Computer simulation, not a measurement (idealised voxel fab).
Presented below is a process module, voxel spacer lines.
We display cut, a cross-section 235 nm in width whose square cells are each 5 nm.
Heads up, the way a cross-section reads in here is a grid of square cells, handed over as bands from the top down, with every band being one or more rows of cells. Basically the band line says how high the top is and how high the bottom is, in nm, and then what's in it from left to right, every material with its width in nm. Empty space shows up as "empty", and if a single material carries "edge to edge" it runs the full band edge to edge. Measure heights from 0. That's the level where, below it, the as-received wafer is all one material. The lowest band is bottomless and extends downward; write it as in "0 nm and below". A width given as "30 to 40" starts at the first number in the band's top row and ends at the second number in its bottom row, shifting by an equal amount at every step from row to row. Key: "changes: none" - step with no changed cell in the cross-section. "Enclosed empty spaces": sealed empty spaces, 8 cells or more, no open way to top, listed width x height at distance, with distance from the left edge and width, height and distance in nm. Anything after a step's settings on that line? It's the simulator's own note about the step. overlay nm: how far to the right of its planned place the mask lay on this masked step (negative: to the left).

-- Here's what the planned process steps look like
1: RECEIVE, material Si
2: CONFORMAL_DEP, material Al2O3, thk nm 5
3: DIRECTIONAL_DEP, material W, thk nm 10
4: DIRECTIONAL_DEP, material aC, thk nm 25
5: PATTERN, tone cover, mask id MANDREL, material resist, width nm 15, pitch nm 60, thk nm 35, overlay nm 0
6: DIRECTIONAL_ETCH, etch materials aC, depth nm 25
7: STRIP, etch materials resist
8: CONFORMAL_DEP, material SiO2, thk nm 15
9: DIRECTIONAL_ETCH, etch materials SiO2, depth nm 15
10: STRIP, etch materials aC
11: DIRECTIONAL_ETCH, etch materials W, depth nm 10
12: STRIP, etch materials SiO2
13: FILL_DEP, material lowk, thk nm 10
14: CMP, height nm 15

-- Cross-section: wafer on arrival = after step 1
    0 nm and below: Si edge to edge
    Enclosed empty spaces: none

-- End-of-module cross-section of the first of two wafers, processed as planned
    15 nm to 5 nm: lowk (35) | W (15) | lowk (15) | W (15) | lowk (15) | W (15) | lowk (15) | W (15) | lowk (15) | W (15) | lowk (15) | W (15) | lowk (35)
    5 nm to 0 nm: Al2O3 edge to edge
    0 nm and below: Si edge to edge
    Enclosed empty spaces: none

-- Cross-section, second wafer: same start as the first, same plan as the first, one mistake in running it; taken at the end of the module
    15 nm to 5 nm: lowk (30) | W (15) | lowk (25) | W (15) | lowk (5) | W (15) | lowk (25) | W (15) | lowk (5) | W (15) | lowk (25) | W (15) | lowk (30)
    5 nm to 0 nm: Al2O3 edge to edge
    0 nm and below: Si edge to edge
    Enclosed empty spaces: none
Here's what went sideways: step 5 ran as: PATTERN, tone cover, mask id MANDREL, material resist, width nm 25, pitch nm 60, thk nm 35, overlay nm 0
At the close, every material occupies the same number of cells on the second wafer as on the first, only in different positions.
